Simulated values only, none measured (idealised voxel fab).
process module | voxel wiring stack
cross-section cut | 245 nm wide | cells 5 nm
A cross-section is a grid of square cells, given in bands from the top down. A band is one or more rows of cells.
Each band's line starts with the height of the band's top and of its bottom, in nm. Then come its materials from left to right, each with its width in nm. One material with "throughout" fills the band from edge to edge. "air" is empty space.
Height 0 is the level under which the wafer as received is all one material. The lowest band goes on downwards, as in "0 down".
A width such as "30 to 40" changes by the same amount from each row of cells to the next, from the band's top row to its bottom row.
"no change" after a step means that no cell of the cross-section changed.
closed voids: empty space of 8 cells or more with no open way to the top, each as width x height at its distance from the left edge, in nm
after a step's settings: what the simulator itself notes on the step
overlay nm, on a step with a mask: how far to the right of its planned place the mask lay; to the left if negative
plan
1 op RECEIVE | material Si
2 op CONFORMAL_DEP | material SiO2 | thk nm 10
3 op CONFORMAL_DEP | material SiN | thk nm 5
4 op DIRECTIONAL_DEP | material SiO2 | thk nm 20
5 op DIRECTIONAL_DEP | material aC | thk nm 10
6 op PATTERN | tone open | mask id METAL_1 | material resist | width nm 30 | pitch nm 55 | thk nm 25 | overlay nm 0
7 op DIRECTIONAL_ETCH | etch materials aC | depth nm 10
8 op STRIP | etch materials resist
9 op DIRECTIONAL_ETCH | etch materials SiO2 | depth nm 20
10 op DIRECTIONAL_ETCH | etch materials SiN | depth nm 5
11 op STRIP | etch materials aC
12 op CONFORMAL_DEP | material TiN | thk nm 5
13 op FILL_DEP | material Ru | thk nm 5
14 op CMP | height nm 35
15 op CONFORMAL_DEP | material SiCN | thk nm 5
16 op DIRECTIONAL_DEP | material SiO2 | thk nm 10
17 op PATTERN | tone open | mask id PLUG_1 | material resist | width nm 15 | pitch nm 55 | thk nm 15 | overlay nm 0
18 op DIRECTIONAL_ETCH | etch materials SiO2 | depth nm 10
19 op DIRECTIONAL_ETCH | etch materials SiCN | depth nm 5
20 op STRIP | etch materials resist
21 op EPI | material Ru | thk nm 10
22 op EPI | material Ru | thk nm 5
23 op DIRECTIONAL_DEP | material TiN | thk nm 5
24 op DIRECTIONAL_DEP | material W | thk nm 25
25 op MASKED_ETCH | tone cover | mask id METAL_2 | width nm 30 | pitch nm 55 | etch materials W | depth nm 25 | overlay nm 0
26 op MASKED_ETCH | tone cover | mask id METAL_2 | width nm 30 | pitch nm 55 | etch materials TiN | depth nm 5 | overlay nm 0
27 op CONFORMAL_DEP | material SiN | thk nm 5
28 op FILL_DEP | material lowk | thk nm 5
29 op CMP | height nm 80
30 op CONFORMAL_DEP | material SiCN | thk nm 5
31 op DIRECTIONAL_DEP | material SiO2 | thk nm 10
32 op MASKED_ETCH | tone open | mask id PLUG_2 | width nm 15 | pitch nm 55 | etch materials SiO2 | depth nm 10 | overlay nm 0
33 op MASKED_ETCH | tone open | mask id PLUG_2 | width nm 15 | pitch nm 55 | etch materials SiCN | depth nm 5 | overlay nm 0
34 op EPI | material Ru | thk nm 10
35 op EPI | material Ru | thk nm 5
36 op CONFORMAL_DEP | material SiCN | thk nm 5
37 op DIRECTIONAL_DEP | material lowk | thk nm 25
38 op MASKED_ETCH | tone open | mask id METAL_3 | width nm 30 | pitch nm 55 | etch materials lowk | depth nm 25 | overlay nm 0
39 op MASKED_ETCH | tone open | mask id METAL_3 | width nm 30 | pitch nm 55 | etch materials SiCN | depth nm 5 | overlay nm 0
40 op CONFORMAL_DEP | material TiN | thk nm 5
41 op FILL_DEP | material W | thk nm 10
42 op CMP | height nm 125
43 op CONFORMAL_DEP | material SiCN | thk nm 5
as received, after step 1
  0 down: Si throughout
  closed voids: none
first wafer at the end, as planned
  130 to 125: SiCN throughout
  125 to 100: lowk 80 | TiN 5 | W 20 | TiN 5 | lowk 25 | TiN 5 | W 20 | TiN 5 | lowk 80
  100 to 95: SiCN 80 | TiN 30 | SiCN 25 | TiN 30 | SiCN 80
  95 to 85: SiO2 80 | Ru 15 | SiO2 40 | Ru 15 | SiO2 95
  85 to 80: SiCN 80 | Ru 15 | SiCN 40 | Ru 15 | SiCN 95
  80 to 55: lowk 75 | SiN 5 | W 30 | SiN 5 | lowk 15 | SiN 5 | W 30 | SiN 5 | lowk 75
  55 to 50: SiN 80 | TiN 30 | SiN 25 | TiN 30 | SiN 80
  50 to 40: SiO2 80 | Ru 15 | SiO2 40 | Ru 15 | SiO2 95
  40 to 35: SiCN 80 | Ru 15 | SiCN 40 | Ru 15 | SiCN 95
  35 to 15: SiO2 80 | TiN 5 | Ru 20 | TiN 5 | SiO2 25 | TiN 5 | Ru 20 | TiN 5 | SiO2 80
  15 to 10: SiN 80 | TiN 30 | SiN 25 | TiN 30 | SiN 80
  10 to 0: SiO2 throughout
  0 down: Si throughout
  closed voids: none
second wafer at the end: like start, like plan, one mistake
  130 to 125: SiCN throughout
  125 to 110: lowk 80 | TiN 5 | W 20 | TiN 5 | lowk 25 | TiN 5 | W 20 | TiN 5 | lowk 80
  110 to 105: lowk 65 | SiCN 15 | TiN 30 | lowk 10 | SiCN 15 | TiN 30 | lowk 80
  105 to 100: lowk 65 | SiCN 5 | Ru 35 | SiCN 5 | lowk 10 | SiCN 5 | Ru 35 | SiCN 5 | lowk 80
  100 to 95: SiCN 70 | Ru 35 | SiCN 20 | Ru 35 | SiCN 85
  95 to 85: SiO2 80 | Ru 15 | SiO2 40 | Ru 15 | SiO2 95
  85 to 80: SiCN 80 | Ru 15 | SiCN 40 | Ru 15 | SiCN 95
  80 to 55: lowk 75 | SiN 5 | W 30 | SiN 5 | lowk 15 | SiN 5 | W 30 | SiN 5 | lowk 75
  55 to 50: SiN 80 | TiN 30 | SiN 25 | TiN 30 | SiN 80
  50 to 40: SiO2 80 | Ru 15 | SiO2 40 | Ru 15 | SiO2 95
  40 to 35: SiCN 80 | Ru 15 | SiCN 40 | Ru 15 | SiCN 95
  35 to 15: SiO2 80 | TiN 5 | Ru 20 | TiN 5 | SiO2 25 | TiN 5 | Ru 20 | TiN 5 | SiO2 80
  15 to 10: SiN 80 | TiN 30 | SiN 25 | TiN 30 | SiN 80
  10 to 0: SiO2 throughout
  0 down: Si throughout
  closed voids: none
what went wrong: step 34 was run twice
at the end the second wafer has, in cells: 28 more of Ru | 8 more of SiCN | 8 fewer of TiN | 16 fewer of W | 12 fewer of lowk
